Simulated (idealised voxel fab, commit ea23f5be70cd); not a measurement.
The process module that follows is named voxel tone inversion.
For reference, the cross-section in this document is cut, with width 285 nm and square cells of 5 nm.
When this document writes out a cross-section, it uses a grid of square cells and lists it as bands, beginning at the top and moving down, with a band standing for one or more rows of cells.
Look at the band entry: it leads with the top's height and the bottom's height in nm. Then it lists the materials left to right, with a width in nm for each. The word "throughout" on a single material says that material fills the band edge to edge. The word "blank" is empty space.
Heights from 0 (as-received wafer is one material below). Bottom band endless downward, as "z 0 and below".
It should be noted that a width expressed as "30->40" varies in equal increments from row to row of cells within the band, taking the value of the first number at the top row and that of the second number at the bottom row.
Where the words "no change occurred" appear for a step, the cross-section shows no cell changed by that step; every cell remained as before.
The list in "Enclosed void catalog" covers empty spaces of 8 cells or more that cannot reach the top through any open way, and it gives each as width x height at distance; the distance is from the left edge, and width, height and distance are in nm.
Note: text after step settings on the step line = simulator remark on that step.
The optional step-line setting "overlay nm" applies to steps with a mask and quantifies how far to the right of its planned location the mask lay, a negative value indicating leftward placement.
LIST OF PLANNED PROCESS STEPS
| 1 | RECEIVE, material Si |
| 2 | CONFORMAL_DEP, material SiN, thk nm 10 |
| 3 | DIRECTIONAL_DEP, material aC, thk nm 15 |
| 4 | PATTERN, tone cover, mask id POSTS, material resist, width nm 20, pitch nm 35, thk nm 20, overlay nm 0 |
| 5 | DIRECTIONAL_ETCH, etch materials aC, depth nm 15 |
| 6 | STRIP, etch materials resist |
| 7 | FILL_DEP, material lowk, thk nm 10 |
| 8 | CMP, height nm 25 |
| 9 | STRIP, etch materials aC |
| 10 | CONFORMAL_DEP, material TiN, thk nm 5 |
| 11 | FILL_DEP, material W, thk nm 10 |
| 12 | CMP, height nm 25 |
| 13 | CONFORMAL_DEP, material SiN, thk nm 5 |
AS RECEIVED, AFTER STEP 1
    z 0 and below | Si throughout
    Enclosed void catalog: none
FINAL CROSS-SECTION, MODULE RUN WITH ONE MISTAKE (START AND PLAN AS ABOVE)
    z 45 to 40 | SiN throughout
    z 40 to 30 | W throughout
    z 30 to 25 | TiN=120, then W=10, then TiN=25, then W=10, then TiN=120
    z 25 to 15 | lowk=115, then TiN=5, then W=10, then TiN=5, then lowk=15, then TiN=5, then W=10, then TiN=5, then lowk=115
    z 15 to 10 | lowk=115, then TiN=20, then lowk=15, then TiN=20, then lowk=115
    z 10 to 0 | SiN throughout
    z 0 and below | Si throughout
    Enclosed void catalog: none
What broke from the plan during processing? plan step 12: skipped, not run
